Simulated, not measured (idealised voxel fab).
Process module under the name voxel double patterning
Cross-section cut spans 235 nm and uses square cells 5 nm in size.
Format of a cross-section: grid, square cells. Given as bands. Order: top down. Band: one or more rows of cells.
This entry defines a band. It first specifies the height of the band's top and the height of its bottom in nm, and then specifies the band's materials from left to right, stating each material with its width in nm. The word "all across" identifies a single material that fills the band from edge to edge, while the word "empty" identifies empty space.
We count height from 0. Below that, the starting wafer is all one material. The lowest band never ends at the bottom but goes on down; see "from 0 down" for how that is written.
Width spec "30..40" -> top row of cells at first value, bottom row at second value, equal per-row change in between.
Step note "left unchanged" = no cross-section cell changed.
"Enclosed void inventory" lists enclosed empty spaces (at least 8 cells, no open path upward to the top), each as width x height at distance from the left edge, in nm.
If you see something after the settings on a step's line, that's the simulator's own remark about that step.
overlay nm, on a step with a mask: how far to the right of its planned place the mask lay; to the left if negative
Steps in the process plan
1) RECEIVE, material Si
2) CONFORMAL_DEP, material SiO2, thk nm 10
3) DIRECTIONAL_DEP, material W, thk nm 15
4) DIRECTIONAL_DEP, material SiN, thk nm 10
5) MASKED_ETCH, tone open, mask id FIRST, width nm 15, pitch nm 50, etch materials SiN, depth nm 10, overlay nm 0
6) DIRECTIONAL_DEP, material aC, thk nm 15
7) PATTERN, tone open, mask id SECOND, material resist, width nm 15, pitch nm 50, thk nm 35, overlay nm 0
8) DIRECTIONAL_ETCH, etch materials aC, depth nm 15
9) STRIP, etch materials resist
10) DIRECTIONAL_ETCH, etch materials SiN, depth nm 10
11) STRIP, etch materials aC
12) DIRECTIONAL_ETCH, etch materials W, depth nm 15
13) STRIP, etch materials SiN
Quick note for whoever runs this: the wafers start identical, but the width nm at step 5 isn't the same across them. The plan just shows what the first wafer had.
So this is the first of several wafers, cross-sectioned as it came to us, meaning it's at the end of step 1
from 0 down: Si all across
Enclosed void inventory: none
First of several wafers: cross-section at the end of the module, after step 13, its last step
from 25 to 10: 60 of W  15 of empty  10 of W  15 of empty  10 of W  15 of empty  10 of W  15 of empty  10 of W  15 of empty  60 of W
from 10 to 0: SiO2 all across
from 0 down: Si all across
Enclosed void inventory: none
Last wafer, end of module, cross-section
from 25 to 10: 55 of W  45 of empty  5 of W  45 of empty  5 of W  30 of empty  50 of W
from 10 to 0: SiO2 all across
from 0 down: Si all across
Enclosed void inventory: none
Note: the following table is arranged by wafer, a row apiece. Each row reports the end-of-module state: per material, cells gained (+) or cells lost (-) compared with the wafer as received; closed voids follow
width nm 15 | +94 SiO2 | +96 W | Enclosed void inventory: none
width nm 20 | +94 SiO2 | +87 W | Enclosed void inventory: none
width nm 25 | +94 SiO2 | +78 W | Enclosed void inventory: none
width nm 30 | +94 SiO2 | +69 W | Enclosed void inventory: none
